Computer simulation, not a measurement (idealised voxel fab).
Documented hereafter: the process module known as voxel double patterning.
The cross-section on display is named cut; it measures 200 nm wide, and its cells are 5 nm squares.
Just so we're on the same page, the cross-sections are grids of square cells, and they're listed out in bands top to bottom, each band one or more rows deep.
Look at the band entry: it leads with the top's height and the bottom's height in nm. Then it lists the materials left to right, with a width in nm for each. The word "throughout" on a single material says that material fills the band edge to edge. The word "air" is empty space.
Note: height 0 marks the level under which the wafer is uniformly one material as received. Lowest band unbounded below, written "from 0 down".
Width spec "30 to 40" -> top row of cells at first value, bottom row at second value, equal per-row change in between.
"all unchanged" after a step means that no cell of the cross-section changed.
"Non-vented voids" - sealed voids, min. 8 cells, no opening to top; format: width x height at distance (distance from left edge; nm throughout).
On a step's line, text after the settings is the simulator commenting on that step.
For masked steps, "overlay nm" on the step line gives how far right of plan the mask actually lay; a minus sign means it lay to the left.
# Intended process steps
1: RECEIVE with material Si
2: CONFORMAL_DEP with material SiO2, thk nm 5
3: DIRECTIONAL_DEP with material W, thk nm 10
4: DIRECTIONAL_DEP with material SiCN, thk nm 10
5: DIRECTIONAL_DEP with material aC, thk nm 15
6: PATTERN with tone open, mask id FIRST, material resist, width nm 15, pitch nm 50, thk nm 30, overlay nm 0
7: DIRECTIONAL_ETCH with etch materials aC, depth nm 15
8: STRIP with etch materials resist
9: DIRECTIONAL_ETCH with etch materials SiCN, depth nm 10
10: STRIP with etch materials aC
11: PATTERN with tone open, mask id SECOND, material resist, width nm 15, thk nm 15, overlay nm 0
12: DIRECTIONAL_ETCH with etch materials SiCN, depth nm 10
13: STRIP with etch materials resist
14: DIRECTIONAL_ETCH with etch materials W, depth nm 10
15: STRIP with etch materials SiCN
# Of two wafers, the first: run according to plan
# Cross-section of the wafer as it came to us, i.e., already through step 1
> from 0 down | Si throughout
> Non-vented voids: none
# Once step 2 is through, the wafer looks like this in cross-section
> from 5 to 0 | SiO2 throughout
> For the remainder of the cross-section, below 0, there is no change.
# Once step 3 is through, the wafer looks like this in cross-section
> from 15 to 5 | W throughout
> For the remainder of the cross-section, below 5, there is no change.
# Once step 4 is through, the wafer looks like this in cross-section
> from 25 to 15 | SiCN throughout
> For the remainder of the cross-section, below 15, there is no change.
# Once step 5 is through, the wafer looks like this in cross-section
> from 40 to 25 | aC throughout
> For the remainder of the cross-section, below 25, there is no change.
# Once step 6 is through, the wafer looks like this in cross-section
> from 70 to 40 | 65 resist  15 air  35 resist  15 air  70 resist
> For the remainder of the cross-section, below 40, there is no change.
# Once step 7 is through, the wafer looks like this in cross-section
> from 55 to 40 | 65 resist  15 air  35 resist  15 air  70 resist
> from 40 to 25 | 65 aC  15 air  35 aC  15 air  70 aC
> For the remainder of the cross-section, below 25, there is no change.
# Once step 8 is through, the wafer looks like this in cross-section
> from 40 to 25 | 65 aC  15 air  35 aC  15 air  70 aC
> For the remainder of the cross-section, below 25, there is no change.
# Once step 9 is through, the wafer looks like this in cross-section
> from 40 to 25 | 65 aC  15 air  35 aC  15 air  70 aC
> from 25 to 15 | 65 SiCN  15 air  35 SiCN  15 air  70 SiCN
> For the remainder of the cross-section, below 15, there is no change.
# Once step 10 is through, the wafer looks like this in cross-section
> from 25 to 15 | 65 SiCN  15 air  35 SiCN  15 air  70 SiCN
> For the remainder of the cross-section, below 15, there is no change.
# Once step 11 is through, the wafer looks like this in cross-section
> from 40 to 25 | 90 resist  15 air  95 resist
> from 25 to 15 | 65 SiCN  15 resist  35 SiCN  15 resist  70 SiCN
> For the remainder of the cross-section, below 15, there is no change.
# Once step 12 is through, the wafer looks like this in cross-section
> from 40 to 25 | 90 resist  15 air  95 resist
> from 25 to 15 | 65 SiCN  15 resist  10 SiCN  15 air  10 SiCN  15 resist  70 SiCN
> For the remainder of the cross-section, below 15, there is no change.
# Once step 13 is through, the wafer looks like this in cross-section
> from 25 to 15 | 65 SiCN  15 air  10 SiCN  15 air  10 SiCN  15 air  70 SiCN
> For the remainder of the cross-section, below 15, there is no change.
# Once step 14 is through, the wafer looks like this in cross-section
> from 25 to 15 | 65 SiCN  15 air  10 SiCN  15 air  10 SiCN  15 air  70 SiCN
> from 15 to 5 | 65 W  15 air  10 W  15 air  10 W  15 air  70 W
> For the remainder of the cross-section, below 5, there is no change.
# Once step 15 is through, the wafer looks like this in cross-section
> from 15 to 5 | 65 W  15 air  10 W  15 air  10 W  15 air  70 W
> For the remainder of the cross-section, below 5, there is no change.
# Companion wafer, the second of two: same beginning, same intended sequence, one mistake in carrying it out; through step 5 inclusive it tracks the first exactly
# Second wafer shown in cross-section at the time step 6 was slated to end
> from 70 to 40 | 75 resist  15 air  35 resist  15 air  60 resist
> For the remainder of the cross-section, below 40, there is no change.
# Second wafer shown in cross-section at the time step 7 was slated to end
> from 55 to 40 | 75 resist  15 air  35 resist  15 air  60 resist
> from 40 to 25 | 75 aC  15 air  35 aC  15 air  60 aC
> For the remainder of the cross-section, below 25, there is no change.
# Second wafer shown in cross-section at the time step 8 was slated to end
> from 40 to 25 | 75 aC  15 air  35 aC  15 air  60 aC
> For the remainder of the cross-section, below 25, there is no change.
# Second wafer shown in cross-section at the time step 9 was slated to end
> from 40 to 25 | 75 aC  15 air  35 aC  15 air  60 aC
> from 25 to 15 | 75 SiCN  15 air  35 SiCN  15 air  60 SiCN
> For the remainder of the cross-section, below 15, there is no change.
# Second wafer shown in cross-section at the time step 10 was slated to end
> from 25 to 15 | 75 SiCN  15 air  35 SiCN  15 air  60 SiCN
> For the remainder of the cross-section, below 15, there is no change.
# Second wafer shown in cross-section at the time step 11 was slated to end
> from 40 to 25 | 90 resist  15 air  95 resist
> from 25 to 15 | 75 SiCN  15 resist  35 SiCN  15 resist  60 SiCN
> For the remainder of the cross-section, below 15, there is no change.
# Second wafer shown in cross-section at the time step 12 was slated to end
> from 40 to 25 | 90 resist  15 air  95 resist
> from 25 to 15 | 75 SiCN  15 resist  15 air  20 SiCN  15 resist  60 SiCN
> For the remainder of the cross-section, below 15, there is no change.
# Second wafer shown in cross-section at the time step 13 was slated to end
> from 25 to 15 | 75 SiCN  30 air  20 SiCN  15 air  60 SiCN
> For the remainder of the cross-section, below 15, there is no change.
# Second wafer shown in cross-section at the time step 14 was slated to end
> from 25 to 15 | 75 SiCN  30 air  20 SiCN  15 air  60 SiCN
> from 15 to 5 | 75 W  30 air  20 W  15 air  60 W
> For the remainder of the cross-section, below 5, there is no change.
# Second wafer shown in cross-section at the time step 15 was slated to end
> from 15 to 5 | 75 W  30 air  20 W  15 air  60 W
> For the remainder of the cross-section, below 5, there is no change.
Run error: step 6 did not happen as planned, as run it was PATTERN with tone open, mask id FIRST, material resist, width nm 15, pitch nm 50, thk nm 30, overlay nm 10
Heads up: at the end the two wafers have identical cell counts per material, they're just laid out differently.
